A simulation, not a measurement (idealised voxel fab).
The name of this process module is voxel transistor to metal.
The cross-section shown here is cut; it is 285 nm wide and divided into square cells measuring 5 nm on a side.
Each cross-section below is a grid of square cells, stated as bands in top-down order, with one or more rows of cells making up each band. Band: top height; bottom height; in nm. Then, left to right: material with width in nm, for each material. "full width": a single material spanning edge to edge. "empty": empty space. Heights from 0 (as-received wafer is one material below). Bottom band endless downward, as "0 down". The expression "30->40" gives the width at the extremes of the band, the first number at its top row of cells and the second at its bottom row, with the width changing by equal amounts from each row to the next in between. You'll sometimes find "nothing altered" written for a step, and that's the way of saying that nowhere in the cross-section did a cell change during that step. Enclosed voids (no open way to top), threshold 8 cells or more, entry "Enclosed cavity list", notation width x height at distance, distance from left edge, nm. On each step's line, the part that comes after the settings is the simulator's own comment on the step. "overlay nm" answers the question of how far to the right of plan the mask lay on a step that has a mask, and when it is negative the answer is to the left.

Set out below are the planned steps of the process:
| 1 | RECEIVE: material Si |
| 2 | OXIDIZE: depth nm 5 |
| 3 | CONFORMAL_DEP: material SiN, thk nm 10 |
| 4 | PATTERN: tone cover, mask id ACTIVE, material resist, width nm 110, pitch nm 135, thk nm 20, overlay nm 0 |
| 5 | DIRECTIONAL_ETCH: etch materials SiN, depth nm 10 |
| 6 | DIRECTIONAL_ETCH: etch materials SiO2, depth nm 5 |
| 7 | DIRECTIONAL_ETCH: etch materials Si, depth nm 30 |
| 8 | STRIP: etch materials resist |
| 9 | OXIDIZE: depth nm 5 |
| 10 | FILL_DEP: material SiO2, thk nm 10 |
| 11 | CMP: height nm 10 |
| 12 | SELECTIVE_ETCH: etch materials SiO2, depth nm 10 |
| 13 | STRIP: etch materials SiN |
| 14 | SELECTIVE_ETCH: etch materials SiO2, depth nm 5 |
| 15 | OXIDIZE: depth nm 5 |
| 16 | DIRECTIONAL_DEP: material polySi, thk nm 30 |
| 17 | DIRECTIONAL_DEP: material SiCN, thk nm 15 |
| 18 | PATTERN: tone cover, mask id GATE, material resist, width nm 20, pitch nm 135, thk nm 20, overlay nm 0 |
| 19 | DIRECTIONAL_ETCH: etch materials SiCN, depth nm 25 |
| 20 | DIRECTIONAL_ETCH: etch materials polySi, depth nm 40 |
| 21 | STRIP: etch materials resist |
| 22 | CONFORMAL_DEP: material SiO2, thk nm 5 |
| 23 | DIRECTIONAL_ETCH: etch materials SiO2, depth nm 5 |
| 24 | CONFORMAL_DEP: material SiN, thk nm 10 |
| 25 | DIRECTIONAL_ETCH: etch materials SiN, depth nm 10 |
| 26 | DIRECTIONAL_ETCH: etch materials SiO2, depth nm 5 |
| 27 | DIRECTIONAL_ETCH: etch materials Si, depth nm 10 |
| 28 | EPI: material pSi, thk nm 10 |
| 29 | FILL_DEP: material SiO2, thk nm 5 |
| 30 | CMP: height nm 25 |
| 31 | STRIP: etch materials polySi |
| 32 | SELECTIVE_ETCH: etch materials SiO2, depth nm 5 |
| 33 | CONFORMAL_DEP: material HfO2, thk nm 5 |
| 34 | CONFORMAL_DEP: material TiN, thk nm 5 |
| 35 | FILL_DEP: material W, thk nm 10 |
| 36 | CMP: height nm 20 |
| 37 | DIRECTIONAL_DEP: material SiO2, thk nm 10 |
| 38 | MASKED_ETCH: tone open, mask id CONTACT, width nm 15, etch materials SiO2, depth nm 40, overlay nm 0 |
| 39 | CONFORMAL_DEP: material TiN, thk nm 5 |
| 40 | FILL_DEP: material Ru, thk nm 10 |
| 41 | CMP: height nm 30 |
| 42 | CONFORMAL_DEP: material SiN, thk nm 5 |
| 43 | DIRECTIONAL_DEP: material lowk, thk nm 20 |
| 44 | MASKED_ETCH: tone open, mask id METAL_1, width nm 15, etch materials lowk, depth nm 20, overlay nm 0 |
| 45 | MASKED_ETCH: tone open, mask id METAL_1, width nm 15, etch materials SiN, depth nm 5, overlay nm 0 |
| 46 | CONFORMAL_DEP: material TiN, thk nm 5 |
| 47 | FILL_DEP: material Ru, thk nm 10 |
| 48 | CMP: height nm 55 |
| 49 | CONFORMAL_DEP: material SiCN, thk nm 5 |
| 50 | DIRECTIONAL_DEP: material lowk, thk nm 30 |
| 51 | PATTERN: tone open, mask id METAL_2, material resist, width nm 15, pitch nm 135, thk nm 15, overlay nm 0 |
| 52 | DIRECTIONAL_ETCH: etch materials lowk, depth nm 20 |
| 53 | STRIP: etch materials resist |
| 54 | MASKED_ETCH: tone open, mask id METAL_2_HOLES, width nm 15, pitch nm 135, etch materials lowk, depth nm 10, overlay nm 0 |
| 55 | MASKED_ETCH: tone open, mask id METAL_2_HOLES, width nm 15, pitch nm 135, etch materials SiCN, depth nm 5, overlay nm 0 |
| 56 | CONFORMAL_DEP: material TiN, thk nm 5 |
| 57 | FILL_DEP: material Cu, thk nm 10 |
| 58 | CMP: height nm 90 |
| 59 | CONFORMAL_DEP: material SiCN, thk nm 5 |
Split variable: width nm, step 18. Plan value = first wafer. Wafers start alike.

So this is the first of several wafers, cross-sectioned as it came to us, meaning it's at the end of step 1:
0 down: Si full width
Enclosed cavity list: none

What follows is a table in which each wafer occupies a row; for the wafer as it stands at the close of the module, the row states, material by material, how many cells have been gained (+) or lost (-) since receipt, and then gives its closed voids:
width nm 20; +12 Cu; +32 HfO2; +36 Ru; -256 Si; +108 SiCN; +85 SiN; +342 SiO2; +166 TiN; +16 W; +486 lowk; +56 pSi; Enclosed cavity list: none
width nm 25; +12 Cu; +34 HfO2; +36 Ru; -252 Si; +108 SiCN; +85 SiN; +334 SiO2; +164 TiN; +24 W; +486 lowk; +52 pSi; Enclosed cavity list: none
width nm 30; +12 Cu; +36 HfO2; +36 Ru; -248 Si; +108 SiCN; +85 SiN; +326 SiO2; +162 TiN; +32 W; +486 lowk; +48 pSi; Enclosed cavity list: none
width nm 35; +12 Cu; +38 HfO2; +28 Ru; -244 Si; +108 SiCN; +85 SiN; +326 SiO2; +160 TiN; +40 W; +486 lowk; +44 pSi; Enclosed cavity list: none
width nm 40; +12 Cu; +40 HfO2; +20 Ru; -240 Si; +108 SiCN; +85 SiN; +326 SiO2; +158 TiN; +48 W; +486 lowk; +40 pSi; Enclosed cavity list: none
width nm 45; +12 Cu; +42 HfO2; +20 Ru; -236 Si; +108 SiCN; +85 SiN; +322 SiO2; +152 TiN; +56 W; +486 lowk; +36 pSi; Enclosed cavity list: none
